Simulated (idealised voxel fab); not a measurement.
Process module heading - voxel capacitor over wiring
Section cut is 240 nm wide and gridded with 5 nm square cells.
Cross-section, as written here: a square-cell grid given band by band from the top down, where a band holds one or more rows of cells.
The band entry comprises the height of the band's top followed by the height of its bottom, expressed in nm, and subsequently the band's materials from left to right, each stated together with its width in nm. Where a single material is marked with the word "edge to edge", that material fills the band from edge to edge. The word "empty" represents empty space.
Heights from 0 (as-received wafer is one material below). Bottom band endless downward, as "0 and below".
So if you see something like "30->40" for the width, read it as the top row of the band sitting at the first number and the bottom row at the second, with every row in between moving by the same amount as the last.
You'll sometimes find "nothing got changed" written for a step, and that's the way of saying that nowhere in the cross-section did a cell change during that step.
Heads up: "Closed void roster" only lists the empty pockets with no open path to the top that are 8 cells or more, and it writes them as width x height at distance, distance from the left edge, in nm.
Read whatever lies past the settings on a step's line as the simulator's own remark about the step.
Regarding "overlay nm": on a step with a mask, it is the distance the mask lay to the right of its planned place; a negative value places it to the left.
Process steps foreseen in the plan
1 op RECEIVE | material Si
2 op CONFORMAL_DEP | material SiO2 | thk nm 10
3 op CONFORMAL_DEP | material SiN | thk nm 5
4 op DIRECTIONAL_DEP | material SiO2 | thk nm 15
5 op PATTERN | tone open | mask id METAL_1 | material resist | width nm 30 | pitch nm 80 | thk nm 15 | overlay nm 0
6 op DIRECTIONAL_ETCH | etch materials SiO2 | depth nm 15
7 op DIRECTIONAL_ETCH | etch materials SiN | depth nm 5
8 op STRIP | etch materials resist
9 op CONFORMAL_DEP | material TiN | thk nm 5
10 op FILL_DEP | material Cu | thk nm 5
11 op CMP | height nm 30
12 op EPI | material Ru | thk nm 5
13 op FILL_DEP | material SiCN | thk nm 5
14 op DIRECTIONAL_DEP | material SiO2 | thk nm 15
15 op DIRECTIONAL_DEP | material aC | thk nm 15
16 op PATTERN | tone open | mask id PLUG_1 | material resist | width nm 15 | thk nm 30 | overlay nm 0
17 op DIRECTIONAL_ETCH | etch materials aC | depth nm 15
18 op STRIP | etch materials resist
19 op DIRECTIONAL_ETCH | etch materials SiO2 | depth nm 15
20 op DIRECTIONAL_ETCH | etch materials SiCN | depth nm 5
21 op STRIP | etch materials aC
22 op CONFORMAL_DEP | material TiN | thk nm 5
23 op FILL_DEP | material W | thk nm 10
24 op CMP | height nm 55
25 op DIRECTIONAL_DEP | material TiN | thk nm 10
26 op DIRECTIONAL_DEP | material Al2O3 | thk nm 5
27 op DIRECTIONAL_DEP | material TiN | thk nm 5
28 op MASKED_ETCH | tone cover | mask id UPPER_PLATE | width nm 55 | etch materials TiN | depth nm 5 | overlay nm 0
29 op MASKED_ETCH | tone cover | mask id UPPER_PLATE | width nm 55 | etch materials Al2O3 | depth nm 5 | overlay nm 0
30 op MASKED_ETCH | tone cover | mask id LOWER_PLATE | width nm 65 | etch materials TiN | depth nm 10 | overlay nm 0
31 op FILL_DEP | material SiO2 | thk nm 20
32 op CMP | height nm 90
33 op DIRECTIONAL_DEP | material aC | thk nm 15
34 op PATTERN | tone open | mask id PLUG_2 | material resist | width nm 15 | thk nm 35 | overlay nm 0
35 op DIRECTIONAL_ETCH | etch materials aC | depth nm 15
36 op STRIP | etch materials resist
37 op DIRECTIONAL_ETCH | etch materials SiO2 | depth nm 15
38 op STRIP | etch materials aC
39 op CONFORMAL_DEP | material TiN | thk nm 5
40 op FILL_DEP | material Ru | thk nm 5
41 op CMP | height nm 90
42 op CONFORMAL_DEP | material SiN | thk nm 5
As-received wafer cross-section (after step 1)
	0 and below: Si edge to edge
	Closed void roster: none
As-planned run: cross-section of the first of two wafers at end of module
	95 down to 90: SiN edge to edge
	90 down to 80: 90 nm SiO2 / 5 nm TiN / 5 nm Ru / 5 nm TiN / 135 nm SiO2
	80 down to 70: 90->80 nm SiO2 / 15->55 nm TiN / 135->105 nm SiO2
	70 down to 65: 80 nm SiO2 / 55 nm Al2O3 / 105 nm SiO2
	65 down to 55: 75 nm SiO2 / 65 nm TiN / 100 nm SiO2
	55 down to 40: 80 nm SiO2 / 5 nm TiN / 5 nm W / 5 nm TiN / 145 nm SiO2
	40 down to 35: 80 nm SiCN / 15 nm TiN / 145 nm SiCN
	35 down to 30: 60 nm SiCN / 40 nm Ru / 40 nm SiCN / 40 nm Ru / 60 nm SiCN
	30 down to 15: 65 nm SiO2 / 5 nm TiN / 20 nm Cu / 5 nm TiN / 50 nm SiO2 / 5 nm TiN / 20 nm Cu / 5 nm TiN / 65 nm SiO2
	15 down to 10: 65 nm SiN / 30 nm TiN / 50 nm SiN / 30 nm TiN / 65 nm SiN
	10 down to 0: SiO2 edge to edge
	0 and below: Si edge to edge
	Closed void roster: none
Second wafer through the module, sectioned at the end: same beginning and same plan as the first wafer, with one mistake in carrying it out
	95 down to 90: SiN edge to edge
	90 down to 80: 90 nm SiO2 / 5 nm TiN / 5 nm Ru / 5 nm TiN / 135 nm SiO2
	80 down to 70: 90->80 nm SiO2 / 15->55 nm TiN / 135->105 nm SiO2
	70 down to 65: 80 nm SiO2 / 55 nm Al2O3 / 105 nm SiO2
	65 down to 55: 75 nm SiO2 / 65 nm TiN / 100 nm SiO2
	55 down to 40: 80 nm SiO2 / 5 nm TiN / 10 nm W / 5 nm TiN / 140 nm SiO2
	40 down to 35: 80 nm SiCN / 20 nm TiN / 140 nm SiCN
	35 down to 30: 60 nm SiCN / 40 nm Ru / 40 nm SiCN / 40 nm Ru / 60 nm SiCN
	30 down to 15: 65 nm SiO2 / 5 nm TiN / 20 nm Cu / 5 nm TiN / 50 nm SiO2 / 5 nm TiN / 20 nm Cu / 5 nm TiN / 65 nm SiO2
	15 down to 10: 65 nm SiN / 30 nm TiN / 50 nm SiN / 30 nm TiN / 65 nm SiN
	10 down to 0: SiO2 edge to edge
	0 and below: Si edge to edge
	Closed void roster: none
In executing the process, a mistake was made relative to the plan: the process deviated at step 16: the operation and settings actually run there were op PATTERN | tone open | mask id PLUG_1 | material resist | width nm 20 | thk nm 30 | overlay nm 0
Bottom line after processing is that, in cells, the second wafer is up or down on some materials versus the first: SiCN: 1 fewer; SiO2: 3 fewer; TiN: 1 more; W: 3 more
